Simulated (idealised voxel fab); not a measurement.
Title: Process Module voxel wiring stack
Section shown: cut. Width: 265 nm. Cell size: 5 nm, square.
Throughout this document, each cross-section is represented as a grid of square cells and is presented as a sequence of bands enumerated from the top downward, where a band comprises one or more rows of cells. Within each band entry, the heights of the top and of the bottom of the band appear first, in that order and in nm; the materials of the band then follow from left to right, each with its corresponding width in nm. The designation "all across" on a single material indicates that it fills the band from edge to edge; the designation "empty" indicates empty space. Ref level 0: as-received wafer is one material below here. Bottom band extends down with no lower bound ("0 nm and below"). The width entry "30 to 40" should be interpreted row by row: the top row of cells in the band takes the first number, the bottom row takes the second number, and the change between adjacent rows is uniform throughout. Reading "identical to before" for a step: not a cell of the cross-section changed in it. This entry, "Voids, enclosed", enumerates those empty regions of no fewer than 8 cells that possess no open connection to the top. Each region is reported in the form width x height at distance, the distance being taken from the left edge, with all three quantities expressed in nm. Past the settings on a step's line: simulator remark, on that step. Regarding "overlay nm": on a step with a mask, it is the distance the mask lay to the right of its planned place; a negative value places it to the left.

These are the steps we planned for the process
1,RECEIVE | material Si
2,CONFORMAL_DEP | material SiO2 | thk nm 15
3,CONFORMAL_DEP | material SiN | thk nm 5
4,DIRECTIONAL_DEP | material lowk | thk nm 25
5,DIRECTIONAL_DEP | material aC | thk nm 10
6,PATTERN | tone open | mask id METAL_1 | material resist | width nm 25 | pitch nm 45 | thk nm 25 | overlay nm 0
7,DIRECTIONAL_ETCH | etch materials aC | depth nm 10
8,STRIP | etch materials resist
9,DIRECTIONAL_ETCH | etch materials lowk | depth nm 25
10,DIRECTIONAL_ETCH | etch materials SiN | depth nm 5
11,STRIP | etch materials aC
12,CONFORMAL_DEP | material TiN | thk nm 5
13,FILL_DEP | material Cu | thk nm 10
14,CMP | height nm 45
15,CONFORMAL_DEP | material SiCN | thk nm 5
16,DIRECTIONAL_DEP | material SiO2 | thk nm 10
17,DIRECTIONAL_DEP | material aC | thk nm 10
18,PATTERN | tone open | mask id PLUG_1 | material resist | width nm 15 | thk nm 25 | overlay nm 0
19,DIRECTIONAL_ETCH | etch materials aC | depth nm 10
20,STRIP | etch materials resist
21,DIRECTIONAL_ETCH | etch materials SiO2 | depth nm 10
22,DIRECTIONAL_ETCH | etch materials SiCN | depth nm 5
23,STRIP | etch materials aC
24,CONFORMAL_DEP | material TiN | thk nm 5
25,FILL_DEP | material Ru | thk nm 10
26,CMP | height nm 60
27,CONFORMAL_DEP | material SiN | thk nm 5
28,DIRECTIONAL_DEP | material SiO2 | thk nm 15
29,MASKED_ETCH | tone open | mask id METAL_2 | width nm 25 | pitch nm 45 | etch materials SiO2 | depth nm 15 | overlay nm 0
30,MASKED_ETCH | tone open | mask id METAL_2 | width nm 25 | pitch nm 45 | etch materials SiN | depth nm 5 | overlay nm 0
31,CONFORMAL_DEP | material TiN | thk nm 5
32,FILL_DEP | material W | thk nm 10
33,CMP | height nm 80
34,CONFORMAL_DEP | material SiCN | thk nm 5
35,DIRECTIONAL_DEP | material lowk | thk nm 20
36,MASKED_ETCH | tone open | mask id PLUG_2 | width nm 15 | pitch nm 45 | etch materials lowk | depth nm 20 | overlay nm 0
37,MASKED_ETCH | tone open | mask id PLUG_2 | width nm 15 | pitch nm 45 | etch materials SiCN | depth nm 5 | overlay nm 0
38,CONFORMAL_DEP | material TiN | thk nm 5
39,FILL_DEP | material W | thk nm 10
40,CMP | height nm 105
41,CONFORMAL_DEP | material SiN | thk nm 5
42,DIRECTIONAL_DEP | material SiO2 | thk nm 20
43,DIRECTIONAL_DEP | material aC | thk nm 15
44,PATTERN | tone open | mask id METAL_3 | material resist | width nm 25 | pitch nm 45 | thk nm 30 | overlay nm 0
45,DIRECTIONAL_ETCH | etch materials aC | depth nm 15
46,STRIP | etch materials resist
47,DIRECTIONAL_ETCH | etch materials SiO2 | depth nm 20
48,DIRECTIONAL_ETCH | etch materials SiN | depth nm 5
49,STRIP | etch materials aC
50,CONFORMAL_DEP | material TiN | thk nm 5
51,FILL_DEP | material W | thk nm 10
52,CMP | height nm 130
53,EPI | material Ru | thk nm 5
54,FILL_DEP | material SiCN | thk nm 5

The first wafer of two, processed as planned

Cross-section of the incoming wafer, state after step 1
* 0 nm and below: Si all across
* Voids, enclosed: none

Take a look at the wafer's cross-section after step 2
* 15 nm to 0 nm: SiO2 all across
* Below 0, no change.

Take a look at the wafer's cross-section after step 3
* 20 nm to 15 nm: SiN all across
* Below 15, no change.

Take a look at the wafer's cross-section after step 4
* 45 nm to 20 nm: lowk all across
* Below 20, no change.

Take a look at the wafer's cross-section after step 5
* 55 nm to 45 nm: aC all across
* Below 45, no change.

Take a look at the wafer's cross-section after step 6
* 80 nm to 55 nm: resist (95); empty (25); resist (20); empty (25); resist (100)
* Below 55, no change.

Take a look at the wafer's cross-section after step 7
* 70 nm to 55 nm: resist (95); empty (25); resist (20); empty (25); resist (100)
* 55 nm to 45 nm: aC (95); empty (25); aC (20); empty (25); aC (100)
* Below 45, no change.

Take a look at the wafer's cross-section after step 8
* 55 nm to 45 nm: aC (95); empty (25); aC (20); empty (25); aC (100)
* Below 45, no change.

Take a look at the wafer's cross-section after step 9
* 55 nm to 45 nm: aC (95); empty (25); aC (20); empty (25); aC (100)
* 45 nm to 20 nm: lowk (95); empty (25); lowk (20); empty (25); lowk (100)
* Below 20, no change.

Take a look at the wafer's cross-section after step 10
* 55 nm to 45 nm: aC (95); empty (25); aC (20); empty (25); aC (100)
* 45 nm to 20 nm: lowk (95); empty (25); lowk (20); empty (25); lowk (100)
* 20 nm to 15 nm: SiN (95); empty (25); SiN (20); empty (25); SiN (100)
* Below 15, no change.

Take a look at the wafer's cross-section after step 11
* 45 nm to 20 nm: lowk (95); empty (25); lowk (20); empty (25); lowk (100)
* Below 20, no change.

Take a look at the wafer's cross-section after step 12
* 50 nm to 45 nm: TiN (100); empty (15); TiN (30); empty (15); TiN (105)
* 45 nm to 20 nm: lowk (95); TiN (5); empty (15); TiN (5); lowk (20); TiN (5); empty (15); TiN (5); lowk (100)
* 20 nm to 15 nm: SiN (95); TiN (25); SiN (20); TiN (25); SiN (100)
* Below 15, no change.

Take a look at the wafer's cross-section after step 13
* 60 nm to 50 nm: Cu all across
* 50 nm to 45 nm: TiN (100); Cu (15); TiN (30); Cu (15); TiN (105)
* 45 nm to 20 nm: lowk (95); TiN (5); Cu (15); TiN (5); lowk (20); TiN (5); Cu (15); TiN (5); lowk (100)
* Below 20, no change.

Take a look at the wafer's cross-section after step 14
* 45 nm to 20 nm: lowk (95); TiN (5); Cu (15); TiN (5); lowk (20); TiN (5); Cu (15); TiN (5); lowk (100)
* Below 20, no change.

Take a look at the wafer's cross-section after step 15
* 50 nm to 45 nm: SiCN all across
* Below 45, no change.

Take a look at the wafer's cross-section after step 16
* 60 nm to 50 nm: SiO2 all across
* Below 50, no change.

Take a look at the wafer's cross-section after step 17
* 70 nm to 60 nm: aC all across
* Below 60, no change.

Take a look at the wafer's cross-section after step 18
* 95 nm to 70 nm: resist (95); empty (15); resist (155)
* Below 70, no change.

Take a look at the wafer's cross-section after step 19
* 85 nm to 70 nm: resist (95); empty (15); resist (155)
* 70 nm to 60 nm: aC (95); empty (15); aC (155)
* Below 60, no change.

Take a look at the wafer's cross-section after step 20
* 70 nm to 60 nm: aC (95); empty (15); aC (155)
* Below 60, no change.

Take a look at the wafer's cross-section after step 21
* 70 nm to 60 nm: aC (95); empty (15); aC (155)
* 60 nm to 50 nm: SiO2 (95); empty (15); SiO2 (155)
* Below 50, no change.

Take a look at the wafer's cross-section after step 22
* 70 nm to 60 nm: aC (95); empty (15); aC (155)
* 60 nm to 50 nm: SiO2 (95); empty (15); SiO2 (155)
* 50 nm to 45 nm: SiCN (95); empty (15); SiCN (155)
* Below 45, no change.

Take a look at the wafer's cross-section after step 23
* 60 nm to 50 nm: SiO2 (95); empty (15); SiO2 (155)
* Below 50, no change.

Take a look at the wafer's cross-section after step 24
* 65 nm to 60 nm: TiN (100); empty (5); TiN (160)
* 60 nm to 50 nm: SiO2 (95); TiN (5); empty (5); TiN (5); SiO2 (155)
* 50 nm to 45 nm: SiCN (95); TiN (15); SiCN (155)
* Below 45, no change.

Take a look at the wafer's cross-section after step 25
* 75 nm to 65 nm: Ru all across
* 65 nm to 60 nm: TiN (100); Ru (5); TiN (160)
* 60 nm to 50 nm: SiO2 (95); TiN (5); Ru (5); TiN (5); SiO2 (155)
* Below 50, no change.

Take a look at the wafer's cross-section after step 26
* 60 nm to 50 nm: SiO2 (95); TiN (5); Ru (5); TiN (5); SiO2 (155)
* Below 50, no change.

Take a look at the wafer's cross-section after step 27
* 65 nm to 60 nm: SiN all across
* Below 60, no change.

Take a look at the wafer's cross-section after step 28
* 80 nm to 65 nm: SiO2 all across
* Below 65, no change.

Take a look at the wafer's cross-section after step 29
* 80 nm to 65 nm: SiO2 (95); empty (25); SiO2 (20); empty (25); SiO2 (100)
* Below 65, no change.

Take a look at the wafer's cross-section after step 30
* 80 nm to 65 nm: SiO2 (95); empty (25); SiO2 (20); empty (25); SiO2 (100)
* 65 nm to 60 nm: SiN (95); empty (25); SiN (20); empty (25); SiN (100)
* Below 60, no change.

Take a look at the wafer's cross-section after step 31
* 85 nm to 80 nm: TiN (100); empty (15); TiN (30); empty (15); TiN (105)
* 80 nm to 65 nm: SiO2 (95); TiN (5); empty (15); TiN (5); SiO2 (20); TiN (5); empty (15); TiN (5); SiO2 (100)
* 65 nm to 60 nm: SiN (95); TiN (25); SiN (20); TiN (25); SiN (100)
* Below 60, no change.

Take a look at the wafer's cross-section after step 32
* 95 nm to 85 nm: W all across
* 85 nm to 80 nm: TiN (100); W (15); TiN (30); W (15); TiN (105)
* 80 nm to 65 nm: SiO2 (95); TiN (5); W (15); TiN (5); SiO2 (20); TiN (5); W (15); TiN (5); SiO2 (100)
* Below 65, no change.

Take a look at the wafer's cross-section after step 33
* 80 nm to 65 nm: SiO2 (95); TiN (5); W (15); TiN (5); SiO2 (20); TiN (5); W (15); TiN (5); SiO2 (100)
* Below 65, no change.

Take a look at the wafer's cross-section after step 34
* 85 nm to 80 nm: SiCN all across
* Below 80, no change.

Take a look at the wafer's cross-section after step 35
* 105 nm to 85 nm: lowk all across
* Below 85, no change.

Take a look at the wafer's cross-section after step 36
* 105 nm to 85 nm: lowk (95); empty (15); lowk (30); empty (15); lowk (110)
* Below 85, no change.

Take a look at the wafer's cross-section after step 37
* 105 nm to 85 nm: lowk (95); empty (15); lowk (30); empty (15); lowk (110)
* 85 nm to 80 nm: SiCN (95); empty (15); SiCN (30); empty (15); SiCN (110)
* Below 80, no change.

Take a look at the wafer's cross-section after step 38
* 110 nm to 105 nm: TiN (100); empty (5); TiN (40); empty (5); TiN (115)
* 105 nm to 85 nm: lowk (95); TiN (5); empty (5); TiN (5); lowk (30); TiN (5); empty (5); TiN (5); lowk (110)
* 85 nm to 80 nm: SiCN (95); TiN (15); SiCN (30); TiN (15); SiCN (110)
* Below 80, no change.

Take a look at the wafer's cross-section after step 39
* 120 nm to 110 nm: W all across
* 110 nm to 105 nm: TiN (100); W (5); TiN (40); W (5); TiN (115)
* 105 nm to 85 nm: lowk (95); TiN (5); W (5); TiN (5); lowk (30); TiN (5); W (5); TiN (5); lowk (110)
* Below 85, no change.

Take a look at the wafer's cross-section after step 40
* 105 nm to 85 nm: lowk (95); TiN (5); W (5); TiN (5); lowk (30); TiN (5); W (5); TiN (5); lowk (110)
* Below 85, no change.

Take a look at the wafer's cross-section after step 41
* 110 nm to 105 nm: SiN all across
* Below 105, no change.

Take a look at the wafer's cross-section after step 42
* 130 nm to 110 nm: SiO2 all across
* Below 110, no change.

Take a look at the wafer's cross-section after step 43
* 145 nm to 130 nm: aC all across
* Below 130, no change.

Take a look at the wafer's cross-section after step 44
* 175 nm to 145 nm: resist (95); empty (25); resist (20); empty (25); resist (100)
* Below 145, no change.

Take a look at the wafer's cross-section after step 45
* 160 nm to 145 nm: resist (95); empty (25); resist (20); empty (25); resist (100)
* 145 nm to 130 nm: aC (95); empty (25); aC (20); empty (25); aC (100)
* Below 130, no change.

Take a look at the wafer's cross-section after step 46
* 145 nm to 130 nm: aC (95); empty (25); aC (20); empty (25); aC (100)
* Below 130, no change.

Take a look at the wafer's cross-section after step 47
* 145 nm to 130 nm: aC (95); empty (25); aC (20); empty (25); aC (100)
* 130 nm to 110 nm: SiO2 (95); empty (25); SiO2 (20); empty (25); SiO2 (100)
* Below 110, no change.

Take a look at the wafer's cross-section after step 48
* 145 nm to 130 nm: aC (95); empty (25); aC (20); empty (25); aC (100)
* 130 nm to 110 nm: SiO2 (95); empty (25); SiO2 (20); empty (25); SiO2 (100)
* 110 nm to 105 nm: SiN (95); empty (25); SiN (20); empty (25); SiN (100)
* Below 105, no change.

Take a look at the wafer's cross-section after step 49
* 130 nm to 110 nm: SiO2 (95); empty (25); SiO2 (20); empty (25); SiO2 (100)
* Below 110, no change.

Take a look at the wafer's cross-section after step 50
* 135 nm to 130 nm: TiN (100); empty (15); TiN (30); empty (15); TiN (105)
* 130 nm to 110 nm: SiO2 (95); TiN (5); empty (15); TiN (5); SiO2 (20); TiN (5); empty (15); TiN (5); SiO2 (100)
* 110 nm to 105 nm: SiN (95); TiN (25); SiN (20); TiN (25); SiN (100)
* Below 105, no change.

Take a look at the wafer's cross-section after step 51
* 145 nm to 135 nm: W all across
* 135 nm to 130 nm: TiN (100); W (15); TiN (30); W (15); TiN (105)
* 130 nm to 110 nm: SiO2 (95); TiN (5); W (15); TiN (5); SiO2 (20); TiN (5); W (15); TiN (5); SiO2 (100)
* Below 110, no change.

Take a look at the wafer's cross-section after step 52
* 130 nm to 110 nm: SiO2 (95); TiN (5); W (15); TiN (5); SiO2 (20); TiN (5); W (15); TiN (5); SiO2 (100)
* Below 110, no change.

Take a look at the wafer's cross-section after step 53
* 135 nm to 130 nm: empty (90); Ru (35); empty (10); Ru (35); empty (95)
* Below 130, no change.

Take a look at the wafer's cross-section after step 54
* 140 nm to 135 nm: SiCN all across
* 135 nm to 130 nm: SiCN (90); Ru (35); SiCN (10); Ru (35); SiCN (95)
* Below 130, no change.

The Second Wafer: Common Origin and Plan, One Mistake in Execution, Identical to the First Through Step 1

Second wafer, sectioned view, at step 2's planned end time
* 30 nm to 0 nm: SiO2 all across
* Below 0, no change.

Second wafer, sectioned view, at step 3's planned end time
* 35 nm to 30 nm: SiN all across
* Below 30, no change.

Second wafer, sectioned view, at step 4's planned end time
* 60 nm to 35 nm: lowk all across
* Below 35, no change.

Second wafer, sectioned view, at step 5's planned end time
* 70 nm to 60 nm: aC all across
* Below 60, no change.

Second wafer, sectioned view, at step 6's planned end time
* 95 nm to 70 nm: resist (95); empty (25); resist (20); empty (25); resist (100)
* Below 70, no change.

Second wafer, sectioned view, at step 7's planned end time
* 85 nm to 70 nm: resist (95); empty (25); resist (20); empty (25); resist (100)
* 70 nm to 60 nm: aC (95); empty (25); aC (20); empty (25); aC (100)
* Below 60, no change.

Second wafer, sectioned view, at step 8's planned end time
* 70 nm to 60 nm: aC (95); empty (25); aC (20); empty (25); aC (100)
* Below 60, no change.

Second wafer, sectioned view, at step 9's planned end time
* 70 nm to 60 nm: aC (95); empty (25); aC (20); empty (25); aC (100)
* 60 nm to 35 nm: lowk (95); empty (25); lowk (20); empty (25); lowk (100)
* Below 35, no change.

Second wafer, sectioned view, at step 10's planned end time
* 70 nm to 60 nm: aC (95); empty (25); aC (20); empty (25); aC (100)
* 60 nm to 35 nm: lowk (95); empty (25); lowk (20); empty (25); lowk (100)
* 35 nm to 30 nm: SiN (95); empty (25); SiN (20); empty (25); SiN (100)
* Below 30, no change.

Second wafer, sectioned view, at step 11's planned end time
* 60 nm to 35 nm: lowk (95); empty (25); lowk (20); empty (25); lowk (100)
* Below 35, no change.

Second wafer, sectioned view, at step 12's planned end time
* 65 nm to 60 nm: TiN (100); empty (15); TiN (30); empty (15); TiN (105)
* 60 nm to 35 nm: lowk (95); TiN (5); empty (15); TiN (5); lowk (20); TiN (5); empty (15); TiN (5); lowk (100)
* 35 nm to 30 nm: SiN (95); TiN (25); SiN (20); TiN (25); SiN (100)
* Below 30, no change.

Second wafer, sectioned view, at step 13's planned end time
* 75 nm to 65 nm: Cu all across
* 65 nm to 60 nm: TiN (100); Cu (15); TiN (30); Cu (15); TiN (105)
* 60 nm to 35 nm: lowk (95); TiN (5); Cu (15); TiN (5); lowk (20); TiN (5); Cu (15); TiN (5); lowk (100)
* Below 35, no change.

Second wafer, sectioned view, at step 14's planned end time
* 45 nm to 35 nm: lowk (95); TiN (5); Cu (15); TiN (5); lowk (20); TiN (5); Cu (15); TiN (5); lowk (100)
* Below 35, no change.

Second wafer, sectioned view, at step 15's planned end time
* 50 nm to 45 nm: SiCN all across
* Below 45, no change.

Second wafer, sectioned view, at step 16's planned end time
* 60 nm to 50 nm: SiO2 all across
* Below 50, no change.

Second wafer, sectioned view, at step 17's planned end time
* 70 nm to 60 nm: aC all across
* Below 60, no change.

Second wafer, sectioned view, at step 18's planned end time
* 95 nm to 70 nm: resist (95); empty (15); resist (155)
* Below 70, no change.

Second wafer, sectioned view, at step 19's planned end time
* 85 nm to 70 nm: resist (95); empty (15); resist (155)
* 70 nm to 60 nm: aC (95); empty (15); aC (155)
* Below 60, no change.

Second wafer, sectioned view, at step 20's planned end time
* 70 nm to 60 nm: aC (95); empty (15); aC (155)
* Below 60, no change.

Second wafer, sectioned view, at step 21's planned end time
* 70 nm to 60 nm: aC (95); empty (15); aC (155)
* 60 nm to 50 nm: SiO2 (95); empty (15); SiO2 (155)
* Below 50, no change.

Second wafer, sectioned view, at step 22's planned end time
* 70 nm to 60 nm: aC (95); empty (15); aC (155)
* 60 nm to 50 nm: SiO2 (95); empty (15); SiO2 (155)
* 50 nm to 45 nm: SiCN (95); empty (15); SiCN (155)
* Below 45, no change.

Second wafer, sectioned view, at step 23's planned end time
* 60 nm to 50 nm: SiO2 (95); empty (15); SiO2 (155)
* Below 50, no change.

Second wafer, sectioned view, at step 24's planned end time
* 65 nm to 60 nm: TiN (100); empty (5); TiN (160)
* 60 nm to 50 nm: SiO2 (95); TiN (5); empty (5); TiN (5); SiO2 (155)
* 50 nm to 45 nm: SiCN (95); TiN (15); SiCN (155)
* Below 45, no change.

Second wafer, sectioned view, at step 25's planned end time
* 75 nm to 65 nm: Ru all across
* 65 nm to 60 nm: TiN (100); Ru (5); TiN (160)
* 60 nm to 50 nm: SiO2 (95); TiN (5); Ru (5); TiN (5); SiO2 (155)
* Below 50, no change.

Second wafer, sectioned view, at step 26's planned end time
* 60 nm to 50 nm: SiO2 (95); TiN (5); Ru (5); TiN (5); SiO2 (155)
* Below 50, no change.

Second wafer, sectioned view, at step 27's planned end time
* 65 nm to 60 nm: SiN all across
* Below 60, no change.

Second wafer, sectioned view, at step 28's planned end time
* 80 nm to 65 nm: SiO2 all across
* Below 65, no change.

Second wafer, sectioned view, at step 29's planned end time
* 80 nm to 65 nm: SiO2 (95); empty (25); SiO2 (20); empty (25); SiO2 (100)
* Below 65, no change.

Second wafer, sectioned view, at step 30's planned end time
* 80 nm to 65 nm: SiO2 (95); empty (25); SiO2 (20); empty (25); SiO2 (100)
* 65 nm to 60 nm: SiN (95); empty (25); SiN (20); empty (25); SiN (100)
* Below 60, no change.

Second wafer, sectioned view, at step 31's planned end time
* 85 nm to 80 nm: TiN (100); empty (15); TiN (30); empty (15); TiN (105)
* 80 nm to 65 nm: SiO2 (95); TiN (5); empty (15); TiN (5); SiO2 (20); TiN (5); empty (15); TiN (5); SiO2 (100)
* 65 nm to 60 nm: SiN (95); TiN (25); SiN (20); TiN (25); SiN (100)
* Below 60, no change.

Second wafer, sectioned view, at step 32's planned end time
* 95 nm to 85 nm: W all across
* 85 nm to 80 nm: TiN (100); W (15); TiN (30); W (15); TiN (105)
* 80 nm to 65 nm: SiO2 (95); TiN (5); W (15); TiN (5); SiO2 (20); TiN (5); W (15); TiN (5); SiO2 (100)
* Below 65, no change.

Second wafer, sectioned view, at step 33's planned end time
* 80 nm to 65 nm: SiO2 (95); TiN (5); W (15); TiN (5); SiO2 (20); TiN (5); W (15); TiN (5); SiO2 (100)
* Below 65, no change.

Second wafer, sectioned view, at step 34's planned end time
* 85 nm to 80 nm: SiCN all across
* Below 80, no change.

Second wafer, sectioned view, at step 35's planned end time
* 105 nm to 85 nm: lowk all across
* Below 85, no change.

Second wafer, sectioned view, at step 36's planned end time
* 105 nm to 85 nm: lowk (95); empty (15); lowk (30); empty (15); lowk (110)
* Below 85, no change.

Second wafer, sectioned view, at step 37's planned end time
* 105 nm to 85 nm: lowk (95); empty (15); lowk (30); empty (15); lowk (110)
* 85 nm to 80 nm: SiCN (95); empty (15); SiCN (30); empty (15); SiCN (110)
* Below 80, no change.

Second wafer, sectioned view, at step 38's planned end time
* 110 nm to 105 nm: TiN (100); empty (5); TiN (40); empty (5); TiN (115)
* 105 nm to 85 nm: lowk (95); TiN (5); empty (5); TiN (5); lowk (30); TiN (5); empty (5); TiN (5); lowk (110)
* 85 nm to 80 nm: SiCN (95); TiN (15); SiCN (30); TiN (15); SiCN (110)
* Below 80, no change.

Second wafer, sectioned view, at step 39's planned end time
* 120 nm to 110 nm: W all across
* 110 nm to 105 nm: TiN (100); W (5); TiN (40); W (5); TiN (115)
* 105 nm to 85 nm: lowk (95); TiN (5); W (5); TiN (5); lowk (30); TiN (5); W (5); TiN (5); lowk (110)
* Below 85, no change.

Second wafer, sectioned view, at step 40's planned end time
* 105 nm to 85 nm: lowk (95); TiN (5); W (5); TiN (5); lowk (30); TiN (5); W (5); TiN (5); lowk (110)
* Below 85, no change.

Second wafer, sectioned view, at step 41's planned end time
* 110 nm to 105 nm: SiN all across
* Below 105, no change.

Second wafer, sectioned view, at step 42's planned end time
* 130 nm to 110 nm: SiO2 all across
* Below 110, no change.

Second wafer, sectioned view, at step 43's planned end time
* 145 nm to 130 nm: aC all across
* Below 130, no change.

Second wafer, sectioned view, at step 44's planned end time
* 175 nm to 145 nm: resist (95); empty (25); resist (20); empty (25); resist (100)
* Below 145, no change.

Second wafer, sectioned view, at step 45's planned end time
* 160 nm to 145 nm: resist (95); empty (25); resist (20); empty (25); resist (100)
* 145 nm to 130 nm: aC (95); empty (25); aC (20); empty (25); aC (100)
* Below 130, no change.

Second wafer, sectioned view, at step 46's planned end time
* 145 nm to 130 nm: aC (95); empty (25); aC (20); empty (25); aC (100)
* Below 130, no change.

Second wafer, sectioned view, at step 47's planned end time
* 145 nm to 130 nm: aC (95); empty (25); aC (20); empty (25); aC (100)
* 130 nm to 110 nm: SiO2 (95); empty (25); SiO2 (20); empty (25); SiO2 (100)
* Below 110, no change.

Second wafer, sectioned view, at step 48's planned end time
* 145 nm to 130 nm: aC (95); empty (25); aC (20); empty (25); aC (100)
* 130 nm to 110 nm: SiO2 (95); empty (25); SiO2 (20); empty (25); SiO2 (100)
* 110 nm to 105 nm: SiN (95); empty (25); SiN (20); empty (25); SiN (100)
* Below 105, no change.

Second wafer, sectioned view, at step 49's planned end time
* 130 nm to 110 nm: SiO2 (95); empty (25); SiO2 (20); empty (25); SiO2 (100)
* Below 110, no change.

Second wafer, sectioned view, at step 50's planned end time
* 135 nm to 130 nm: TiN (100); empty (15); TiN (30); empty (15); TiN (105)
* 130 nm to 110 nm: SiO2 (95); TiN (5); empty (15); TiN (5); SiO2 (20); TiN (5); empty (15); TiN (5); SiO2 (100)
* 110 nm to 105 nm: SiN (95); TiN (25); SiN (20); TiN (25); SiN (100)
* Below 105, no change.

Second wafer, sectioned view, at step 51's planned end time
* 145 nm to 135 nm: W all across
* 135 nm to 130 nm: TiN (100); W (15); TiN (30); W (15); TiN (105)
* 130 nm to 110 nm: SiO2 (95); TiN (5); W (15); TiN (5); SiO2 (20); TiN (5); W (15); TiN (5); SiO2 (100)
* Below 110, no change.

Second wafer, sectioned view, at step 52's planned end time
* 130 nm to 110 nm: SiO2 (95); TiN (5); W (15); TiN (5); SiO2 (20); TiN (5); W (15); TiN (5); SiO2 (100)
* Below 110, no change.

Second wafer, sectioned view, at step 53's planned end time
* 135 nm to 130 nm: empty (90); Ru (35); empty (10); Ru (35); empty (95)
* Below 130, no change.

Second wafer, sectioned view, at step 54's planned end time
* 140 nm to 135 nm: SiCN all across
* 135 nm to 130 nm: SiCN (90); Ru (35); SiCN (10); Ru (35); SiCN (95)
* Below 130, no change.
The plan and the run diverged here: plan step 2 ran twice
Final wafer comparison in cells, second versus first, more or fewer per material: Cu: 18 fewer; SiO2: 159 more; TiN: 12 fewer; lowk: 129 fewer
